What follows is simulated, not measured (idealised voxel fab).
A process module follows: voxel self aligned vias.
The cross-section on display is named cut; it measures 255 nm wide, and its cells are 5 nm squares.
For the purposes of this document, a cross-section shall be understood as a grid of square cells, specified as bands listed in top-to-bottom order, each band consisting of one or more rows of cells. This entry defines a band. It first specifies the height of the band's top and the height of its bottom in nm, and then specifies the band's materials from left to right, stating each material with its width in nm. The word "throughout" identifies a single material that fills the band from edge to edge, while the word "air" identifies empty space. All heights in this document are referenced to 0, defined as the level beneath which the wafer, as received, consists entirely of one material. The lowest band is not bounded below; it extends indefinitely downward and is written in the form "top 0, no bottom". Top row gets the first number, bottom row gets the second, and each row in between changes by the same step: that is how a band width like "30->40" works. Where a step carries "no change occurred", the cross-section came out of it unchanged, cell for cell. This entry, "Fully sealed voids", enumerates those empty regions of no fewer than 8 cells that possess no open connection to the top. Each region is reported in the form width x height at distance, the distance being taken from the left edge, with all three quantities expressed in nm. On a step's line, text after the settings is the simulator commenting on that step. overlay nm: step with mask; distance mask lay right of planned place; negative value = left of planned place.

-- The planned process steps are enumerated hereunder
1) RECEIVE [material Si]
2) CONFORMAL_DEP [material SiO2] [thk nm 10]
3) CONFORMAL_DEP [material SiCN] [thk nm 5]
4) DIRECTIONAL_DEP [material SiO2] [thk nm 25]
5) MASKED_ETCH [tone open] [mask id LINES] [width nm 25] [pitch nm 60] [etch materials SiO2] [depth nm 25] [overlay nm 0]
6) CONFORMAL_DEP [material TiN] [thk nm 5]
7) FILL_DEP [material W] [thk nm 5]
8) CMP [height nm 40]
9) SELECTIVE_ETCH [etch materials W Ru TiN] [depth nm 10]
10) FILL_DEP [material SiN] [thk nm 10]
11) CMP [height nm 40]
12) DIRECTIONAL_DEP [material SiO2] [thk nm 20]
13) MASKED_ETCH [tone open] [mask id VIAS] [width nm 45] [pitch nm 120] [etch materials SiO2] [depth nm 20] [overlay nm 0]
14) MASKED_ETCH [tone open] [mask id VIAS] [width nm 45] [pitch nm 120] [etch materials SiN] [depth nm 10] [overlay nm 0]
15) CONFORMAL_DEP [material TiN] [thk nm 5]
16) FILL_DEP [material Cu] [thk nm 5]
17) CMP [height nm 60]
18) CONFORMAL_DEP [material SiCN] [thk nm 5]

-- Cross-section, incoming material, after step 1
  top 0, no bottom: Si throughout
  Fully sealed voids: none

-- Same starting wafer, same plan as above, one mistake in the execution; this is the cross-section at the end of the module
  top 65, bottom 60: SiCN throughout
  top 60, bottom 45: SiO2 (40) / TiN (5) / Cu (35) / TiN (5) / SiO2 (75) / TiN (5) / Cu (35) / TiN (5) / SiO2 (50)
  top 45, bottom 40: SiO2 (40) / TiN (20) / Cu (15) / TiN (10) / SiO2 (75) / TiN (20) / Cu (15) / TiN (10) / SiO2 (50)
  top 40, bottom 35: SiO2 (55) / TiN (5) / Cu (15) / TiN (5) / SiO2 (35) / SiN (25) / SiO2 (35) / TiN (5) / Cu (15) / TiN (5) / SiO2 (55)
  top 35, bottom 30: SiO2 (55) / TiN (25) / SiO2 (35) / SiN (25) / SiO2 (35) / TiN (25) / SiO2 (55)
  top 30, bottom 20: SiO2 (55) / TiN (5) / W (15) / TiN (5) / SiO2 (35) / TiN (5) / W (15) / TiN (5) / SiO2 (35) / TiN (5) / W (15) / TiN (5) / SiO2 (55)
  top 20, bottom 15: SiO2 (55) / TiN (25) / SiO2 (35) / TiN (25) / SiO2 (35) / TiN (25) / SiO2 (55)
  top 15, bottom 10: SiCN throughout
  top 10, bottom 0: SiO2 throughout
  top 0, no bottom: Si throughout
  Fully sealed voids: none
Misprocessing identified: step 13 did not happen as planned, as run it was MASKED_ETCH [tone open] [mask id VIAS] [width nm 45] [pitch nm 120] [etch materials SiO2] [depth nm 20] [overlay nm -5]
